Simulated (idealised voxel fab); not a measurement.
process module | voxel plated lines
cross-section cut | 235 nm wide | cells 5 nm
A cross-section is a grid of square cells, given in bands from the top down. A band is one or more rows of cells.
Each band's line starts with the height of the band's top and of its bottom, in nm. Then come its materials from left to right, each with its width in nm. One material with "throughout" fills the band from edge to edge. "air" is empty space.
Height 0 is the level under which the wafer as received is all one material. The lowest band goes on downwards, as in "0 down".
A width such as "30 to 40" changes by the same amount from each row of cells to the next, from the band's top row to its bottom row.
"no change" after a step means that no cell of the cross-section changed.
closed voids: empty space of 8 cells or more with no open way to the top, each as width x height at its distance from the left edge, in nm
after a step's settings: what the simulator itself notes on the step
overlay nm, on a step with a mask: how far to the right of its planned place the mask lay; to the left if negative
plan
1 op RECEIVE | material Si
2 op CONFORMAL_DEP | material Al2O3 | thk nm 5
3 op DIRECTIONAL_DEP | material TiN | thk nm 5
4 op PATTERN | tone open | mask id LINES | material resist | width nm 25 | pitch nm 55 | thk nm 30 | overlay nm 0
5 op EPI | material Ru | thk nm 5
6 op EPI | material Ru | thk nm 5
7 op STRIP | etch materials resist
8 op DIRECTIONAL_ETCH | etch materials TiN | depth nm 5
9 op CONFORMAL_DEP | material SiN | thk nm 10
as received, after step 1
  0 down: Si throughout
  closed voids: none
first wafer at the end, as planned
  30 to 20: air 10 | SiN 45 | air 10 | SiN 45 | air 10 | SiN 45 | air 10 | SiN 45 | air 15
  20 to 15: air 10 | SiN 10 | Ru 25 | SiN 10 | air 10 | SiN 10 | Ru 25 | SiN 10 | air 10 | SiN 10 | Ru 25 | SiN 10 | air 10 | SiN 10 | Ru 25 | SiN 10 | air 15
  15 to 10: SiN 20 | Ru 25 | SiN 30 | Ru 25 | SiN 30 | Ru 25 | SiN 30 | Ru 25 | SiN 25
  10 to 5: SiN 20 | TiN 25 | SiN 30 | TiN 25 | SiN 30 | TiN 25 | SiN 30 | TiN 25 | SiN 25
  5 to 0: Al2O3 throughout
  0 down: Si throughout
  closed voids: none
second wafer at the end: like start, like plan, one mistake
  25 to 15: air 10 | SiN 45 | air 10 | SiN 45 | air 10 | SiN 45 | air 10 | SiN 45 | air 15
  15 to 10: air 10 | SiN 10 | Ru 25 | SiN 10 | air 10 | SiN 10 | Ru 25 | SiN 10 | air 10 | SiN 10 | Ru 25 | SiN 10 | air 10 | SiN 10 | Ru 25 | SiN 10 | air 15
  10 to 5: SiN 20 | Ru 25 | SiN 30 | Ru 25 | SiN 30 | Ru 25 | SiN 30 | Ru 25 | SiN 25
  5 to 0: SiN 20 | TiN 25 | SiN 30 | TiN 25 | SiN 30 | TiN 25 | SiN 30 | TiN 25 | SiN 25
  0 down: Si throughout
  closed voids: none
what went wrong: step 2 was left out
at the end the second wafer has, in cells: 47 fewer of Al2O3
